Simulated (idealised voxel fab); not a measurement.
Proc. module: voxel wiring stack
Pictured: cross-section cut, 225 nm wide, on a grid of 5 nm square cells.
The cross-sections in this document take the form of a grid made of square cells. They are written out as bands, in order from top to bottom. Each band consists of one or more rows of cells. Per band: top height and bottom height in nm, followed by the left-to-right materials and their widths in nm; "throughout" marks a single material spanning edge to edge, "empty" marks empty space. Height reference: 0 = level under which incoming wafer is all one material. Lowest band: no bottom, runs on downward, e.g. "0..down". The width entry "30 to 40" should be interpreted row by row: the top row of cells in the band takes the first number, the bottom row takes the second number, and the change between adjacent rows is uniform throughout. Where a step carries "remained unchanged", the cross-section came out of it unchanged, cell for cell. So "Closed empty spaces" is basically the list of trapped voids: any empty space of 8 cells or more that can't reach the top through an opening. They're written width x height at distance, the distance being from the left edge, and it's all nm. Where a step's line continues beyond its settings, the continuation is a remark by the simulator itself on that step. The setting "overlay nm" may be written on the line of a step. When the step uses a mask, the value reports how far to the right of the planned place the mask lay, and a negative value reports that it lay to the left.

-- The process steps that were planned are listed below
1 RECEIVE: material Si
2 CONFORMAL_DEP: material SiO2, thk nm 10
3 CONFORMAL_DEP: material SiCN, thk nm 5
4 DIRECTIONAL_DEP: material SiO2, thk nm 25
5 MASKED_ETCH: tone open, mask id METAL_1, width nm 25, pitch nm 45, etch materials SiO2, depth nm 25, overlay nm 0
6 MASKED_ETCH: tone open, mask id METAL_1, width nm 25, pitch nm 45, etch materials SiCN, depth nm 5, overlay nm 0
7 CONFORMAL_DEP: material TiN, thk nm 5
8 FILL_DEP: material Ru, thk nm 5
9 CMP: height nm 40
10 CONFORMAL_DEP: material SiCN, thk nm 5
11 DIRECTIONAL_DEP: material lowk, thk nm 30
12 PATTERN: tone open, mask id METAL_2_HOLES, material resist, width nm 15, thk nm 20, overlay nm 0
13 DIRECTIONAL_ETCH: etch materials lowk, depth nm 30
14 STRIP: etch materials resist
15 PATTERN: tone open, mask id METAL_2, material resist, width nm 25, pitch nm 45, thk nm 15, overlay nm 0
16 DIRECTIONAL_ETCH: etch materials lowk, depth nm 15
17 DIRECTIONAL_ETCH: etch materials SiCN, depth nm 5
18 STRIP: etch materials resist
19 CONFORMAL_DEP: material TiN, thk nm 5
20 FILL_DEP: material Cu, thk nm 5
21 CMP: height nm 75
22 CONFORMAL_DEP: material SiCN, thk nm 5
23 DIRECTIONAL_DEP: material SiO2, thk nm 20
24 PATTERN: tone open, mask id PLUG_2, material resist, width nm 15, pitch nm 45, thk nm 20, overlay nm 0
25 DIRECTIONAL_ETCH: etch materials SiO2, depth nm 20
26 DIRECTIONAL_ETCH: etch materials SiCN, depth nm 5
27 STRIP: etch materials resist
28 EPI: material Ru, thk nm 10
29 EPI: material Ru, thk nm 10
30 EPI: material Ru, thk nm 5
31 DIRECTIONAL_DEP: material TiN, thk nm 5
32 DIRECTIONAL_DEP: material Ru, thk nm 20
33 DIRECTIONAL_DEP: material aC, thk nm 15
34 PATTERN: tone cover, mask id METAL_3, material resist, width nm 25, pitch nm 45, thk nm 30, overlay nm 0
35 DIRECTIONAL_ETCH: etch materials aC, depth nm 15
36 STRIP: etch materials resist
37 DIRECTIONAL_ETCH: etch materials Ru, depth nm 20
38 DIRECTIONAL_ETCH: etch materials TiN, depth nm 5
39 STRIP: etch materials aC
40 FILL_DEP: material SiO2, thk nm 10
41 CMP: height nm 125
42 CONFORMAL_DEP: material SiCN, thk nm 5

-- First of two wafers, processed according to plan

-- Cross-section, incoming material, after step 1
	0..down = Si throughout
	Closed empty spaces: none

-- Presented here is a cross-section of the wafer after step 2 has been performed
	10..0 = SiO2 throughout
	Everything below 0 is unchanged.

-- Presented here is a cross-section of the wafer after step 3 has been performed
	15..10 = SiCN throughout
	Everything below 10 is unchanged.

-- Presented here is a cross-section of the wafer after step 4 has been performed
	40..15 = SiO2 throughout
	Everything below 15 is unchanged.

-- Presented here is a cross-section of the wafer after step 5 has been performed
	40..15 = SiO2: 75, then empty: 25, then SiO2: 20, then empty: 25, then SiO2: 80
	Everything below 15 is unchanged.

-- Presented here is a cross-section of the wafer after step 6 has been performed
	40..15 = SiO2: 75, then empty: 25, then SiO2: 20, then empty: 25, then SiO2: 80
	15..10 = SiCN: 75, then empty: 25, then SiCN: 20, then empty: 25, then SiCN: 80
	Everything below 10 is unchanged.

-- Presented here is a cross-section of the wafer after step 7 has been performed
	45..40 = TiN: 80, then empty: 15, then TiN: 30, then empty: 15, then TiN: 85
	40..15 = SiO2: 75, then TiN: 5, then empty: 15, then TiN: 5, then SiO2: 20, then TiN: 5, then empty: 15, then TiN: 5, then SiO2: 80
	15..10 = SiCN: 75, then TiN: 25, then SiCN: 20, then TiN: 25, then SiCN: 80
	Everything below 10 is unchanged.

-- Presented here is a cross-section of the wafer after step 8 has been performed
	50..45 = Ru throughout
	45..40 = TiN: 80, then Ru: 15, then TiN: 30, then Ru: 15, then TiN: 85
	40..15 = SiO2: 75, then TiN: 5, then Ru: 15, then TiN: 5, then SiO2: 20, then TiN: 5, then Ru: 15, then TiN: 5, then SiO2: 80
	Everything below 15 is unchanged.

-- Presented here is a cross-section of the wafer after step 9 has been performed
	40..15 = SiO2: 75, then TiN: 5, then Ru: 15, then TiN: 5, then SiO2: 20, then TiN: 5, then Ru: 15, then TiN: 5, then SiO2: 80
	Everything below 15 is unchanged.

-- Presented here is a cross-section of the wafer after step 10 has been performed
	45..40 = SiCN throughout
	Everything below 40 is unchanged.

-- Presented here is a cross-section of the wafer after step 11 has been performed
	75..45 = lowk throughout
	Everything below 45 is unchanged.

-- Presented here is a cross-section of the wafer after step 12 has been performed
	95..75 = resist: 75, then empty: 15, then resist: 135
	Everything below 75 is unchanged.

-- Presented here is a cross-section of the wafer after step 13 has been performed
	95..75 = resist: 75, then empty: 15, then resist: 135
	75..45 = lowk: 75, then empty: 15, then lowk: 135
	Everything below 45 is unchanged.

-- Presented here is a cross-section of the wafer after step 14 has been performed
	75..45 = lowk: 75, then empty: 15, then lowk: 135
	Everything below 45 is unchanged.

-- Presented here is a cross-section of the wafer after step 15 has been performed
	90..75 = resist: 75, then empty: 25, then resist: 20, then empty: 25, then resist: 80
	Everything below 75 is unchanged.

-- Presented here is a cross-section of the wafer after step 16 has been performed
	90..75 = resist: 75, then empty: 25, then resist: 20, then empty: 25, then resist: 80
	75..60 = lowk: 75, then empty: 25, then lowk: 20, then empty: 25, then lowk: 80
	Everything below 60 is unchanged.

-- Presented here is a cross-section of the wafer after step 17 has been performed
	90..75 = resist: 75, then empty: 25, then resist: 20, then empty: 25, then resist: 80
	75..60 = lowk: 75, then empty: 25, then lowk: 20, then empty: 25, then lowk: 80
	60..45 = lowk: 75, then empty: 15, then lowk: 135
	45..40 = SiCN: 75, then empty: 15, then SiCN: 135
	Everything below 40 is unchanged.

-- Presented here is a cross-section of the wafer after step 18 has been performed
	75..60 = lowk: 75, then empty: 25, then lowk: 20, then empty: 25, then lowk: 80
	Everything below 60 is unchanged.

-- Presented here is a cross-section of the wafer after step 19 has been performed
	80..75 = TiN: 80, then empty: 15, then TiN: 30, then empty: 15, then TiN: 85
	75..65 = lowk: 75, then TiN: 5, then empty: 15, then TiN: 5, then lowk: 20, then TiN: 5, then empty: 15, then TiN: 5, then lowk: 80
	65..60 = lowk: 75, then TiN: 5, then empty: 5, then TiN: 15, then lowk: 20, then TiN: 25, then lowk: 80
	60..45 = lowk: 75, then TiN: 5, then empty: 5, then TiN: 5, then lowk: 135
	45..40 = SiCN: 75, then TiN: 15, then SiCN: 135
	Everything below 40 is unchanged.

-- Presented here is a cross-section of the wafer after step 20 has been performed
	85..80 = Cu throughout
	80..75 = TiN: 80, then Cu: 15, then TiN: 30, then Cu: 15, then TiN: 85
	75..65 = lowk: 75, then TiN: 5, then Cu: 15, then TiN: 5, then lowk: 20, then TiN: 5, then Cu: 15, then TiN: 5, then lowk: 80
	65..60 = lowk: 75, then TiN: 5, then Cu: 5, then TiN: 15, then lowk: 20, then TiN: 25, then lowk: 80
	60..45 = lowk: 75, then TiN: 5, then Cu: 5, then TiN: 5, then lowk: 135
	Everything below 45 is unchanged.

-- Presented here is a cross-section of the wafer after step 21 has been performed
	75..65 = lowk: 75, then TiN: 5, then Cu: 15, then TiN: 5, then lowk: 20, then TiN: 5, then Cu: 15, then TiN: 5, then lowk: 80
	Everything below 65 is unchanged.

-- Presented here is a cross-section of the wafer after step 22 has been performed
	80..75 = SiCN throughout
	Everything below 75 is unchanged.

-- Presented here is a cross-section of the wafer after step 23 has been performed
	100..80 = SiO2 throughout
	Everything below 80 is unchanged.

-- Presented here is a cross-section of the wafer after step 24 has been performed
	120..100 = resist: 75, then empty: 15, then resist: 30, then empty: 15, then resist: 90
	Everything below 100 is unchanged.

-- Presented here is a cross-section of the wafer after step 25 has been performed
	120..100 = resist: 75, then empty: 15, then resist: 30, then empty: 15, then resist: 90
	100..80 = SiO2: 75, then empty: 15, then SiO2: 30, then empty: 15, then SiO2: 90
	Everything below 80 is unchanged.

-- Presented here is a cross-section of the wafer after step 26 has been performed
	120..100 = resist: 75, then empty: 15, then resist: 30, then empty: 15, then resist: 90
	100..80 = SiO2: 75, then empty: 15, then SiO2: 30, then empty: 15, then SiO2: 90
	80..75 = SiCN: 75, then empty: 15, then SiCN: 30, then empty: 15, then SiCN: 90
	Everything below 75 is unchanged.

-- Presented here is a cross-section of the wafer after step 27 has been performed
	100..80 = SiO2: 75, then empty: 15, then SiO2: 30, then empty: 15, then SiO2: 90
	Everything below 80 is unchanged.

-- Presented here is a cross-section of the wafer after step 28 has been performed
	100..85 = SiO2: 75, then empty: 15, then SiO2: 30, then empty: 15, then SiO2: 90
	85..80 = SiO2: 75, then Ru: 15, then SiO2: 30, then Ru: 15, then SiO2: 90
	80..75 = SiCN: 75, then Ru: 15, then SiCN: 30, then Ru: 15, then SiCN: 90
	Everything below 75 is unchanged.

-- Presented here is a cross-section of the wafer after step 29 has been performed
	100..95 = SiO2: 75, then empty: 15, then SiO2: 30, then empty: 15, then SiO2: 90
	95..80 = SiO2: 75, then Ru: 15, then SiO2: 30, then Ru: 15, then SiO2: 90
	Everything below 80 is unchanged.

-- Presented here is a cross-section of the wafer after step 30 has been performed
	100..80 = SiO2: 75, then Ru: 15, then SiO2: 30, then Ru: 15, then SiO2: 90
	Everything below 80 is unchanged.

-- Presented here is a cross-section of the wafer after step 31 has been performed
	105..100 = TiN throughout
	Everything below 100 is unchanged.

-- Presented here is a cross-section of the wafer after step 32 has been performed
	125..105 = Ru throughout
	Everything below 105 is unchanged.

-- Presented here is a cross-section of the wafer after step 33 has been performed
	140..125 = aC throughout
	Everything below 125 is unchanged.

-- Presented here is a cross-section of the wafer after step 34 has been performed
	170..140 = empty: 75, then resist: 25, then empty: 20, then resist: 25, then empty: 80
	Everything below 140 is unchanged.

-- Presented here is a cross-section of the wafer after step 35 has been performed
	155..140 = empty: 75, then resist: 25, then empty: 20, then resist: 25, then empty: 80
	140..125 = empty: 75, then aC: 25, then empty: 20, then aC: 25, then empty: 80
	Everything below 125 is unchanged.

-- Presented here is a cross-section of the wafer after step 36 has been performed
	140..125 = empty: 75, then aC: 25, then empty: 20, then aC: 25, then empty: 80
	Everything below 125 is unchanged.

-- Presented here is a cross-section of the wafer after step 37 has been performed
	140..125 = empty: 75, then aC: 25, then empty: 20, then aC: 25, then empty: 80
	125..105 = empty: 75, then Ru: 25, then empty: 20, then Ru: 25, then empty: 80
	Everything below 105 is unchanged.

-- Presented here is a cross-section of the wafer after step 38 has been performed
	140..125 = empty: 75, then aC: 25, then empty: 20, then aC: 25, then empty: 80
	125..105 = empty: 75, then Ru: 25, then empty: 20, then Ru: 25, then empty: 80
	105..100 = empty: 75, then TiN: 25, then empty: 20, then TiN: 25, then empty: 80
	Everything below 100 is unchanged.

-- Presented here is a cross-section of the wafer after step 39 has been performed
	125..105 = empty: 75, then Ru: 25, then empty: 20, then Ru: 25, then empty: 80
	Everything below 105 is unchanged.

-- Presented here is a cross-section of the wafer after step 40 has been performed
	135..125 = SiO2 throughout
	125..105 = SiO2: 75, then Ru: 25, then SiO2: 20, then Ru: 25, then SiO2: 80
	105..100 = SiO2: 75, then TiN: 25, then SiO2: 20, then TiN: 25, then SiO2: 80
	Everything below 100 is unchanged.

-- Presented here is a cross-section of the wafer after step 41 has been performed
	125..105 = SiO2: 75, then Ru: 25, then SiO2: 20, then Ru: 25, then SiO2: 80
	Everything below 105 is unchanged.

-- Presented here is a cross-section of the wafer after step 42 has been performed
	130..125 = SiCN throughout
	Everything below 125 is unchanged.

-- Second Wafer (Identical Start and Plan, One Processing Error; Matches First Wafer Through Step 4)

-- Cross-section: second wafer, time at which step 5 was scheduled to end
	40..15 = SiO2: 80, then empty: 25, then SiO2: 20, then empty: 25, then SiO2: 75
	Everything below 15 is unchanged.

-- Cross-section: second wafer, time at which step 6 was scheduled to end
	40..15 = SiO2: 80, then empty: 25, then SiO2: 20, then empty: 25, then SiO2: 75
	15..10 = SiCN: 80, then empty: 20, then SiCN: 25, then empty: 20, then SiCN: 80
	Everything below 10 is unchanged.

-- Cross-section: second wafer, time at which step 7 was scheduled to end
	45..40 = TiN: 85, then empty: 15, then TiN: 30, then empty: 15, then TiN: 80
	40..20 = SiO2: 80, then TiN: 5, then empty: 15, then TiN: 5, then SiO2: 20, then TiN: 5, then empty: 15, then TiN: 5, then SiO2: 75
	20..15 = SiO2: 80, then TiN: 5, then empty: 10, then TiN: 10, then SiO2: 20, then TiN: 5, then empty: 10, then TiN: 10, then SiO2: 75
	15..10 = SiCN: 80, then TiN: 20, then SiCN: 25, then TiN: 20, then SiCN: 80
	Everything below 10 is unchanged.

-- Cross-section: second wafer, time at which step 8 was scheduled to end
	50..45 = Ru throughout
	45..40 = TiN: 85, then Ru: 15, then TiN: 30, then Ru: 15, then TiN: 80
	40..20 = SiO2: 80, then TiN: 5, then Ru: 15, then TiN: 5, then SiO2: 20, then TiN: 5, then Ru: 15, then TiN: 5, then SiO2: 75
	20..15 = SiO2: 80, then TiN: 5, then Ru: 10, then TiN: 10, then SiO2: 20, then TiN: 5, then Ru: 10, then TiN: 10, then SiO2: 75
	Everything below 15 is unchanged.

-- Cross-section: second wafer, time at which step 9 was scheduled to end
	40..20 = SiO2: 80, then TiN: 5, then Ru: 15, then TiN: 5, then SiO2: 20, then TiN: 5, then Ru: 15, then TiN: 5, then SiO2: 75
	Everything below 20 is unchanged.

-- Cross-section: second wafer, time at which step 10 was scheduled to end
	45..40 = SiCN throughout
	Everything below 40 is unchanged.

-- Cross-section: second wafer, time at which step 11 was scheduled to end
	75..45 = lowk throughout
	Everything below 45 is unchanged.

-- Cross-section: second wafer, time at which step 12 was scheduled to end
	95..75 = resist: 75, then empty: 15, then resist: 135
	Everything below 75 is unchanged.

-- Cross-section: second wafer, time at which step 13 was scheduled to end
	95..75 = resist: 75, then empty: 15, then resist: 135
	75..45 = lowk: 75, then empty: 15, then lowk: 135
	Everything below 45 is unchanged.

-- Cross-section: second wafer, time at which step 14 was scheduled to end
	75..45 = lowk: 75, then empty: 15, then lowk: 135
	Everything below 45 is unchanged.

-- Cross-section: second wafer, time at which step 15 was scheduled to end
	90..75 = resist: 75, then empty: 25, then resist: 20, then empty: 25, then resist: 80
	Everything below 75 is unchanged.

-- Cross-section: second wafer, time at which step 16 was scheduled to end
	90..75 = resist: 75, then empty: 25, then resist: 20, then empty: 25, then resist: 80
	75..60 = lowk: 75, then empty: 25, then lowk: 20, then empty: 25, then lowk: 80
	Everything below 60 is unchanged.

-- Cross-section: second wafer, time at which step 17 was scheduled to end
	90..75 = resist: 75, then empty: 25, then resist: 20, then empty: 25, then resist: 80
	75..60 = lowk: 75, then empty: 25, then lowk: 20, then empty: 25, then lowk: 80
	60..45 = lowk: 75, then empty: 15, then lowk: 135
	45..40 = SiCN: 75, then empty: 15, then SiCN: 135
	Everything below 40 is unchanged.

-- Cross-section: second wafer, time at which step 18 was scheduled to end
	75..60 = lowk: 75, then empty: 25, then lowk: 20, then empty: 25, then lowk: 80
	Everything below 60 is unchanged.

-- Cross-section: second wafer, time at which step 19 was scheduled to end
	80..75 = TiN: 80, then empty: 15, then TiN: 30, then empty: 15, then TiN: 85
	75..65 = lowk: 75, then TiN: 5, then empty: 15, then TiN: 5, then lowk: 20, then TiN: 5, then empty: 15, then TiN: 5, then lowk: 80
	65..60 = lowk: 75, then TiN: 5, then empty: 5, then TiN: 15, then lowk: 20, then TiN: 25, then lowk: 80
	60..45 = lowk: 75, then TiN: 5, then empty: 5, then TiN: 5, then lowk: 135
	45..40 = SiCN: 75, then TiN: 15, then SiCN: 135
	Everything below 40 is unchanged.

-- Cross-section: second wafer, time at which step 20 was scheduled to end
	85..80 = Cu throughout
	80..75 = TiN: 80, then Cu: 15, then TiN: 30, then Cu: 15, then TiN: 85
	75..65 = lowk: 75, then TiN: 5, then Cu: 15, then TiN: 5, then lowk: 20, then TiN: 5, then Cu: 15, then TiN: 5, then lowk: 80
	65..60 = lowk: 75, then TiN: 5, then Cu: 5, then TiN: 15, then lowk: 20, then TiN: 25, then lowk: 80
	60..45 = lowk: 75, then TiN: 5, then Cu: 5, then TiN: 5, then lowk: 135
	Everything below 45 is unchanged.

-- Cross-section: second wafer, time at which step 21 was scheduled to end
	75..65 = lowk: 75, then TiN: 5, then Cu: 15, then TiN: 5, then lowk: 20, then TiN: 5, then Cu: 15, then TiN: 5, then lowk: 80
	Everything below 65 is unchanged.

-- Cross-section: second wafer, time at which step 22 was scheduled to end
	80..75 = SiCN throughout
	Everything below 75 is unchanged.

-- Cross-section: second wafer, time at which step 23 was scheduled to end
	100..80 = SiO2 throughout
	Everything below 80 is unchanged.

-- Cross-section: second wafer, time at which step 24 was scheduled to end
	120..100 = resist: 75, then empty: 15, then resist: 30, then empty: 15, then resist: 90
	Everything below 100 is unchanged.

-- Cross-section: second wafer, time at which step 25 was scheduled to end
	120..100 = resist: 75, then empty: 15, then resist: 30, then empty: 15, then resist: 90
	100..80 = SiO2: 75, then empty: 15, then SiO2: 30, then empty: 15, then SiO2: 90
	Everything below 80 is unchanged.

-- Cross-section: second wafer, time at which step 26 was scheduled to end
	120..100 = resist: 75, then empty: 15, then resist: 30, then empty: 15, then resist: 90
	100..80 = SiO2: 75, then empty: 15, then SiO2: 30, then empty: 15, then SiO2: 90
	80..75 = SiCN: 75, then empty: 15, then SiCN: 30, then empty: 15, then SiCN: 90
	Everything below 75 is unchanged.

-- Cross-section: second wafer, time at which step 27 was scheduled to end
	100..80 = SiO2: 75, then empty: 15, then SiO2: 30, then empty: 15, then SiO2: 90
	Everything below 80 is unchanged.

-- Cross-section: second wafer, time at which step 28 was scheduled to end
	100..85 = SiO2: 75, then empty: 15, then SiO2: 30, then empty: 15, then SiO2: 90
	85..80 = SiO2: 75, then Ru: 15, then SiO2: 30, then Ru: 15, then SiO2: 90
	80..75 = SiCN: 75, then Ru: 15, then SiCN: 30, then Ru: 15, then SiCN: 90
	Everything below 75 is unchanged.

-- Cross-section: second wafer, time at which step 29 was scheduled to end
	100..95 = SiO2: 75, then empty: 15, then SiO2: 30, then empty: 15, then SiO2: 90
	95..80 = SiO2: 75, then Ru: 15, then SiO2: 30, then Ru: 15, then SiO2: 90
	Everything below 80 is unchanged.

-- Cross-section: second wafer, time at which step 30 was scheduled to end
	100..80 = SiO2: 75, then Ru: 15, then SiO2: 30, then Ru: 15, then SiO2: 90
	Everything below 80 is unchanged.

-- Cross-section: second wafer, time at which step 31 was scheduled to end
	105..100 = TiN throughout
	Everything below 100 is unchanged.

-- Cross-section: second wafer, time at which step 32 was scheduled to end
	125..105 = Ru throughout
	Everything below 105 is unchanged.

-- Cross-section: second wafer, time at which step 33 was scheduled to end
	140..125 = aC throughout
	Everything below 125 is unchanged.

-- Cross-section: second wafer, time at which step 34 was scheduled to end
	170..140 = empty: 75, then resist: 25, then empty: 20, then resist: 25, then empty: 80
	Everything below 140 is unchanged.

-- Cross-section: second wafer, time at which step 35 was scheduled to end
	155..140 = empty: 75, then resist: 25, then empty: 20, then resist: 25, then empty: 80
	140..125 = empty: 75, then aC: 25, then empty: 20, then aC: 25, then empty: 80
	Everything below 125 is unchanged.

-- Cross-section: second wafer, time at which step 36 was scheduled to end
	140..125 = empty: 75, then aC: 25, then empty: 20, then aC: 25, then empty: 80
	Everything below 125 is unchanged.

-- Cross-section: second wafer, time at which step 37 was scheduled to end
	140..125 = empty: 75, then aC: 25, then empty: 20, then aC: 25, then empty: 80
	125..105 = empty: 75, then Ru: 25, then empty: 20, then Ru: 25, then empty: 80
	Everything below 105 is unchanged.

-- Cross-section: second wafer, time at which step 38 was scheduled to end
	140..125 = empty: 75, then aC: 25, then empty: 20, then aC: 25, then empty: 80
	125..105 = empty: 75, then Ru: 25, then empty: 20, then Ru: 25, then empty: 80
	105..100 = empty: 75, then TiN: 25, then empty: 20, then TiN: 25, then empty: 80
	Everything below 100 is unchanged.

-- Cross-section: second wafer, time at which step 39 was scheduled to end
	125..105 = empty: 75, then Ru: 25, then empty: 20, then Ru: 25, then empty: 80
	Everything below 105 is unchanged.

-- Cross-section: second wafer, time at which step 40 was scheduled to end
	135..125 = SiO2 throughout
	125..105 = SiO2: 75, then Ru: 25, then SiO2: 20, then Ru: 25, then SiO2: 80
	105..100 = SiO2: 75, then TiN: 25, then SiO2: 20, then TiN: 25, then SiO2: 80
	Everything below 100 is unchanged.

-- Cross-section: second wafer, time at which step 41 was scheduled to end
	125..105 = SiO2: 75, then Ru: 25, then SiO2: 20, then Ru: 25, then SiO2: 80
	Everything below 105 is unchanged.

-- Cross-section: second wafer, time at which step 42 was scheduled to end
	130..125 = SiCN throughout
	Everything below 125 is unchanged.
What went wrong in running the wafer? step 5 went in with a setting other than planned; the actual run was MASKED_ETCH: tone open, mask id METAL_1, width nm 25, pitch nm 45, etch materials SiO2, depth nm 25, overlay nm 5
Count the cells at the end and the second wafer has more or fewer of some materials than the first: Ru -2 | SiCN +2
